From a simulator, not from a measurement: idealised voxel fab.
process module | voxel capacitor over wiring
cross-section cut | 220 nm wide | cells 5 nm
A cross-section is a grid of square cells, given in bands from the top down. A band is one or more rows of cells.
Each band's line starts with the height of the band's top and of its bottom, in nm. Then come its materials from left to right, each with its width in nm. One material with "throughout" fills the band from edge to edge. "air" is empty space.
Height 0 is the level under which the wafer as received is all one material. The lowest band goes on downwards, as in "0 down".
A width such as "30 to 40" changes by the same amount from each row of cells to the next, from the band's top row to its bottom row.
"no change" after a step means that no cell of the cross-section changed.
closed voids: empty space of 8 cells or more with no open way to the top, each as width x height at its distance from the left edge, in nm
after a step's settings: what the simulator itself notes on the step
overlay nm, on a step with a mask: how far to the right of its planned place the mask lay; to the left if negative
plan
1 op RECEIVE | material Si
2 op CONFORMAL_DEP | material SiO2 | thk nm 10
3 op DIRECTIONAL_DEP | material TiN | thk nm 5
4 op DIRECTIONAL_DEP | material Ru | thk nm 15
5 op DIRECTIONAL_DEP | material aC | thk nm 15
6 op PATTERN | tone cover | mask id METAL_1 | material resist | width nm 30 | pitch nm 90 | thk nm 35 | overlay nm 0
7 op DIRECTIONAL_ETCH | etch materials aC | depth nm 15
8 op STRIP | etch materials resist
9 op DIRECTIONAL_ETCH | etch materials Ru | depth nm 15
10 op DIRECTIONAL_ETCH | etch materials TiN | depth nm 5
11 op STRIP | etch materials aC
12 op CONFORMAL_DEP | material SiN | thk nm 5
13 op FILL_DEP | material lowk | thk nm 5
14 op CMP | height nm 30
15 op CONFORMAL_DEP | material SiCN | thk nm 5
16 op DIRECTIONAL_DEP | material SiO2 | thk nm 10
17 op PATTERN | tone open | mask id PLUG_1 | material resist | width nm 15 | thk nm 15 | overlay nm 0
18 op DIRECTIONAL_ETCH | etch materials SiO2 | depth nm 10
19 op DIRECTIONAL_ETCH | etch materials SiCN | depth nm 5
20 op STRIP | etch materials resist
21 op CONFORMAL_DEP | material TiN | thk nm 5
22 op FILL_DEP | material Cu | thk nm 5
23 op CMP | height nm 45
24 op DIRECTIONAL_DEP | material TiN | thk nm 10
25 op DIRECTIONAL_DEP | material SiN | thk nm 5
26 op DIRECTIONAL_DEP | material TiN | thk nm 5
27 op MASKED_ETCH | tone cover | mask id UPPER_PLATE | width nm 65 | etch materials TiN | depth nm 5 | overlay nm 0
28 op MASKED_ETCH | tone cover | mask id UPPER_PLATE | width nm 65 | etch materials SiN | depth nm 5 | overlay nm 0
29 op DIRECTIONAL_DEP | material aC | thk nm 15
30 op PATTERN | tone cover | mask id LOWER_PLATE | material resist | width nm 75 | thk nm 35 | overlay nm 0
31 op DIRECTIONAL_ETCH | etch materials aC | depth nm 15
32 op STRIP | etch materials resist
33 op DIRECTIONAL_ETCH | etch materials TiN | depth nm 10
34 op STRIP | etch materials aC
35 op FILL_DEP | material SiO2 | thk nm 15
36 op CMP | height nm 75
37 op MASKED_ETCH | tone open | mask id PLUG_2 | width nm 15 | etch materials SiO2 | depth nm 10 | overlay nm 0
38 op CONFORMAL_DEP | material TiN | thk nm 5
39 op FILL_DEP | material Ru | thk nm 5
40 op CMP | height nm 75
41 op CONFORMAL_DEP | material SiCN | thk nm 5
as received, after step 1
  0 down: Si throughout
  closed voids: none
a wafer at the end: this start, this plan, one mistake
  80 to 75: SiCN throughout
  75 to 70: SiO2 75 | TiN 5 | Ru 5 | TiN 5 | SiO2 130
  70 to 60: SiO2 75 to 65 | TiN 15 to 65 | SiO2 130 to 90
  60 to 55: SiO2 65 | SiN 65 | SiO2 90
  55 to 45: SiO2 60 | TiN 75 | SiO2 85
  45 to 35: SiO2 65 | TiN 5 | Cu 5 | TiN 5 | SiO2 140
  35 to 30: SiCN 65 | TiN 15 | SiCN 140
  30 to 25: lowk 45 | SiN 5 | Ru 30 | SiN 5 | lowk 50 | SiN 5 | Ru 30 | SiN 5 | lowk 45
  25 to 20: SiN 50 | TiN 30 | SiN 60 | TiN 30 | SiN 50
  20 to 10: TiN throughout
  10 to 0: SiO2 throughout
  0 down: Si throughout
  closed voids: none
what went wrong: step 3 ran as: op DIRECTIONAL_DEP | material TiN | thk nm 15
